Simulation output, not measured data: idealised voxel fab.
The document below concerns the process module designated voxel ribs on slabs.
In the cross-section labelled cut, the width is 295 nm and each square cell is 5 nm.
A cross-section is written here as square cells arranged in a grid, and it is given in bands from the top down, each band taking up one or more rows of cells. This entry defines a band. It first specifies the height of the band's top and the height of its bottom in nm, and then specifies the band's materials from left to right, stating each material with its width in nm. The word "all across" identifies a single material that fills the band from edge to edge, while the word "blank" identifies empty space. Heights from 0 (as-received wafer is one material below). Bottom band endless downward, as "0 -> down". The two numbers in a width such as "30->40" mark its ends across the band: the first belongs to the top row of cells, the second to the bottom row, and from each row to the next the width moves by the same amount. You'll sometimes find "no change occurred" written for a step, and that's the way of saying that nowhere in the cross-section did a cell change during that step. Listed in "Enclosed void entries": every empty space of 8 or more cells without an open way to the top. Form: width x height at distance, the distance being from the left edge, all in nm. Where a step's line continues beyond its settings, the continuation is a remark by the simulator itself on that step. The setting "overlay nm" may be written on the line of a step. When the step uses a mask, the value reports how far to the right of the planned place the mask lay, and a negative value reports that it lay to the left.

INTENDED PROCESS STEPS
| 1 | RECEIVE, material Si |
| 2 | DIRECTIONAL_DEP, material SiO2, thk nm 30 |
| 3 | DIRECTIONAL_DEP, material SiN, thk nm 15 |
| 4 | PATTERN, tone cover, mask id RIB, material resist, width nm 15, thk nm 20, overlay nm 0 |
| 5 | DIRECTIONAL_ETCH, etch materials SiN, depth nm 10 |
| 6 | STRIP, etch materials resist |
| 7 | MASKED_ETCH, tone cover, mask id SLAB, width nm 75, etch materials SiN, depth nm 5, overlay nm 0 |
| 8 | FILL_DEP, material SiO2, thk nm 25 |
| 9 | CMP, height nm 65 |
| 10 | DIRECTIONAL_DEP, material W, thk nm 10 |
| 11 | DIRECTIONAL_DEP, material aC, thk nm 15 |
| 12 | PATTERN, tone cover, mask id HEATER, material resist, width nm 25, thk nm 35, overlay nm 0 |
| 13 | DIRECTIONAL_ETCH, etch materials aC, depth nm 15 |
| 14 | STRIP, etch materials resist |
| 15 | DIRECTIONAL_ETCH, etch materials W, depth nm 10 |
| 16 | STRIP, etch materials aC |
| 17 | CONFORMAL_DEP, material SiO2, thk nm 5 |

CROSS-SECTION OF THE WAFER UPON ARRIVAL, REPRESENTING THE STATE REACHED AFTER STEP 1
0 -> down: Si all across
Enclosed void entries: none

CROSS-SECTION: FIRST OF TWO WAFERS, MODULE FINISHED, RUN ACCORDING TO PLAN
80 -> 75: blank: 130; SiO2: 35; blank: 130
75 -> 70: blank: 130; SiO2: 5; W: 25; SiO2: 5; blank: 130
70 -> 65: SiO2: 135; W: 25; SiO2: 135
65 -> 45: SiO2 all across
45 -> 35: SiO2: 140; SiN: 15; SiO2: 140
35 -> 30: SiO2: 110; SiN: 75; SiO2: 110
30 -> 0: SiO2 all across
0 -> down: Si all across
Enclosed void entries: none

SECOND WAFER THROUGH THE MODULE, SECTIONED AT THE END: SAME BEGINNING AND SAME PLAN AS THE FIRST WAFER, WITH ONE MISTAKE IN CARRYING IT OUT
80 -> 75: blank: 130; SiO2: 35; blank: 130
75 -> 70: blank: 130; SiO2: 5; W: 25; SiO2: 5; blank: 130
70 -> 65: SiO2: 135; W: 25; SiO2: 135
65 -> 40: SiO2 all across
40 -> 35: SiO2: 140; SiN: 15; SiO2: 140
35 -> 30: SiN: 110; SiO2: 30; SiN: 15; SiO2: 30; SiN: 110
30 -> 0: SiO2 all across
0 -> down: Si all across
Enclosed void entries: none
The mistake made against the process plan was this: not per plan at step 7, really ran MASKED_ETCH, tone open, mask id SLAB, width nm 75, etch materials SiN, depth nm 5, overlay nm 0
Final tally in cells, some materials are higher or lower on the second wafer than on the first: 29 more of SiN; 29 fewer of SiO2
